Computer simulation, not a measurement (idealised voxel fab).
Name of the process module below: voxel wiring stack
The figure presents cross-section cut, which has a width of 260 nm and is divided into square cells with an edge length of 5 nm.
Think of the cross-section as a grid of square cells. We describe it in bands, top to bottom, and each band covers one or more rows of those cells. Top, bottom (nm), then materials left to right with widths (nm); lone material tagged "all across" fills the whole band edge to edge; "blank" = empty space. The reference from which all heights are counted is 0, the level beneath which the as-received wafer is entirely one material; the lowest band, having no lower bound, proceeds downward and is written after the example "z 0 and below". The expression "30 to 40" gives the width at the extremes of the band, the first number at its top row of cells and the second at its bottom row, with the width changing by equal amounts from each row to the next in between. "identical to before", as given for a step, is the statement that not any cell of the cross-section underwent a change during that step. In the "Enclosed void catalog" entry, you get each enclosed empty space of 8 cells or more, one with no open way to the top, written width x height at distance, distance from the left edge, in nm. Read whatever lies past the settings on a step's line as the simulator's own remark about the step. Each step line may optionally specify "overlay nm", which for a step with a mask gives the rightward distance between the mask's planned place and where it lay, a negative value indicating the leftward direction.
**Planned process steps**
step 1: RECEIVE, material Si
step 2: CONFORMAL_DEP, material SiO2, thk nm 10
step 3: DIRECTIONAL_DEP, material TiN, thk nm 5
step 4: DIRECTIONAL_DEP, material W, thk nm 25
step 5: MASKED_ETCH, tone cover, mask id METAL_1, width nm 25, pitch nm 40, etch materials W, depth nm 25, overlay nm 0
step 6: MASKED_ETCH, tone cover, mask id METAL_1, width nm 25, pitch nm 40, etch materials TiN, depth nm 5, overlay nm 0
step 7: FILL_DEP, material lowk, thk nm 5
step 8: CMP, height nm 40
step 9: CONFORMAL_DEP, material SiCN, thk nm 5
step 10: DIRECTIONAL_DEP, material SiO2, thk nm 10
step 11: PATTERN, tone open, mask id PLUG_1, material resist, width nm 15, pitch nm 40, thk nm 15, overlay nm 0
step 12: DIRECTIONAL_ETCH, etch materials SiO2, depth nm 10
step 13: DIRECTIONAL_ETCH, etch materials SiCN, depth nm 5
step 14: STRIP, etch materials resist
step 15: CONFORMAL_DEP, material TiN, thk nm 5
step 16: FILL_DEP, material Ru, thk nm 10
step 17: CMP, height nm 55
step 18: DIRECTIONAL_DEP, material TiN, thk nm 5
step 19: DIRECTIONAL_DEP, material Ru, thk nm 25
step 20: DIRECTIONAL_DEP, material aC, thk nm 15
step 21: PATTERN, tone cover, mask id METAL_2, material resist, width nm 25, pitch nm 40, thk nm 35, overlay nm 0
step 22: DIRECTIONAL_ETCH, etch materials aC, depth nm 15
step 23: STRIP, etch materials resist
step 24: DIRECTIONAL_ETCH, etch materials Ru, depth nm 25
step 25: DIRECTIONAL_ETCH, etch materials TiN, depth nm 5
step 26: STRIP, etch materials aC
step 27: CONFORMAL_DEP, material SiCN, thk nm 5
step 28: FILL_DEP, material SiO2, thk nm 5
step 29: CMP, height nm 85
step 30: CONFORMAL_DEP, material SiCN, thk nm 5
step 31: DIRECTIONAL_DEP, material lowk, thk nm 20
step 32: PATTERN, tone open, mask id PLUG_2, material resist, width nm 15, pitch nm 80, thk nm 20, overlay nm 0
step 33: DIRECTIONAL_ETCH, etch materials lowk, depth nm 20
step 34: DIRECTIONAL_ETCH, etch materials SiCN, depth nm 5
step 35: STRIP, etch materials resist
step 36: CONFORMAL_DEP, material TiN, thk nm 5
step 37: FILL_DEP, material Ru, thk nm 5
step 38: CMP, height nm 110
step 39: CONFORMAL_DEP, material SiN, thk nm 5
step 40: DIRECTIONAL_DEP, material SiO2, thk nm 15
step 41: MASKED_ETCH, tone open, mask id METAL_3, width nm 25, pitch nm 40, etch materials SiO2, depth nm 15, overlay nm 0
step 42: MASKED_ETCH, tone open, mask id METAL_3, width nm 25, pitch nm 40, etch materials SiN, depth nm 5, overlay nm 0
step 43: CONFORMAL_DEP, material TiN, thk nm 5
step 44: FILL_DEP, material Cu, thk nm 5
step 45: CMP, height nm 130
step 46: CONFORMAL_DEP, material SiCN, thk nm 5
**Incoming wafer in cross-section (state: after step 1)**
    z 0 and below: Si all across
    Enclosed void catalog: none
**first wafer at the end, as planned**
    z 135 to 130: SiCN all across
    z 130 to 115: SiO2: 55  TiN: 5  Cu: 15  TiN: 5  SiO2: 15  TiN: 5  Cu: 15  TiN: 5  SiO2: 15  TiN: 5  Cu: 15  TiN: 5  SiO2: 15  TiN: 5  Cu: 15  TiN: 5  SiO2: 60
    z 115 to 110: SiN: 55  TiN: 25  SiN: 15  TiN: 25  SiN: 15  TiN: 25  SiN: 15  TiN: 25  SiN: 60
    z 110 to 90: lowk: 55  TiN: 5  Ru: 5  TiN: 5  lowk: 65  TiN: 5  Ru: 5  TiN: 5  lowk: 110
    z 90 to 85: SiCN: 55  TiN: 15  SiCN: 65  TiN: 15  SiCN: 110
    z 85 to 60: SiO2: 50  SiCN: 5  Ru: 25  SiCN: 5  SiO2: 5  SiCN: 5  Ru: 25  SiCN: 5  SiO2: 5  SiCN: 5  Ru: 25  SiCN: 5  SiO2: 5  SiCN: 5  Ru: 25  SiCN: 5  SiO2: 55
    z 60 to 55: SiCN: 55  TiN: 25  SiCN: 15  TiN: 25  SiCN: 15  TiN: 25  SiCN: 15  TiN: 25  SiCN: 60
    z 55 to 45: SiO2: 55  TiN: 5  Ru: 5  TiN: 5  SiO2: 25  TiN: 5  Ru: 5  TiN: 5  SiO2: 25  TiN: 5  Ru: 5  TiN: 5  SiO2: 25  TiN: 5  Ru: 5  TiN: 5  SiO2: 70
    z 45 to 40: SiCN: 55  TiN: 15  SiCN: 25  TiN: 15  SiCN: 25  TiN: 15  SiCN: 25  TiN: 15  SiCN: 70
    z 40 to 15: lowk: 55  W: 25  lowk: 15  W: 25  lowk: 15  W: 25  lowk: 15  W: 25  lowk: 60
    z 15 to 10: lowk: 55  TiN: 25  lowk: 15  TiN: 25  lowk: 15  TiN: 25  lowk: 15  TiN: 25  lowk: 60
    z 10 to 0: SiO2 all across
    z 0 and below: Si all across
    Enclosed void catalog: none
**Cross-sectional image of the second wafer of the two following completion of the module. Starting state and process plan were the same as for the first wafer; one execution error occurred**
    z 135 to 130: SiCN all across
    z 130 to 115: SiO2: 55  TiN: 5  Cu: 15  TiN: 5  SiO2: 15  TiN: 5  Cu: 15  TiN: 5  SiO2: 15  TiN: 5  Cu: 15  TiN: 5  SiO2: 15  TiN: 5  Cu: 15  TiN: 5  SiO2: 60
    z 115 to 110: SiN: 55  TiN: 25  SiN: 15  TiN: 25  SiN: 15  TiN: 25  SiN: 15  TiN: 25  SiN: 60
    z 110 to 90: lowk: 55  TiN: 5  Ru: 5  TiN: 5  lowk: 65  TiN: 5  Ru: 5  TiN: 5  lowk: 110
    z 90 to 85: SiCN: 55  TiN: 15  SiCN: 65  TiN: 15  SiCN: 110
    z 85 to 60: SiO2: 50  SiCN: 5  Ru: 25  SiCN: 5  SiO2: 5  SiCN: 5  Ru: 25  SiCN: 5  SiO2: 5  SiCN: 5  Ru: 25  SiCN: 5  SiO2: 5  SiCN: 5  Ru: 25  SiCN: 5  SiO2: 55
    z 60 to 55: SiCN: 55  TiN: 25  SiCN: 15  TiN: 25  SiCN: 15  TiN: 25  SiCN: 15  TiN: 25  SiCN: 60
    z 55 to 45: Ru: 50  TiN: 5  SiO2: 15  TiN: 5  Ru: 15  TiN: 5  SiO2: 15  TiN: 5  Ru: 15  TiN: 5  SiO2: 15  TiN: 5  Ru: 15  TiN: 5  SiO2: 15  TiN: 5  Ru: 65
    z 45 to 40: TiN: 55  SiCN: 15  TiN: 25  SiCN: 15  TiN: 25  SiCN: 15  TiN: 25  SiCN: 15  TiN: 70
    z 40 to 15: lowk: 55  W: 25  lowk: 15  W: 25  lowk: 15  W: 25  lowk: 15  W: 25  lowk: 60
    z 15 to 10: lowk: 55  TiN: 25  lowk: 15  TiN: 25  lowk: 15  TiN: 25  lowk: 15  TiN: 25  lowk: 60
    z 10 to 0: SiO2 all across
    z 0 and below: Si all across
    Enclosed void catalog: none
Processing error: in deviation from the planned setting, step 11 was conducted as PATTERN, tone cover, mask id PLUG_1, material resist, width nm 15, pitch nm 40, thk nm 15, overlay nm 0
at the end the second wafer has, in cells: Ru: 56 more | SiCN: 28 fewer | SiO2: 56 fewer | TiN: 28 more
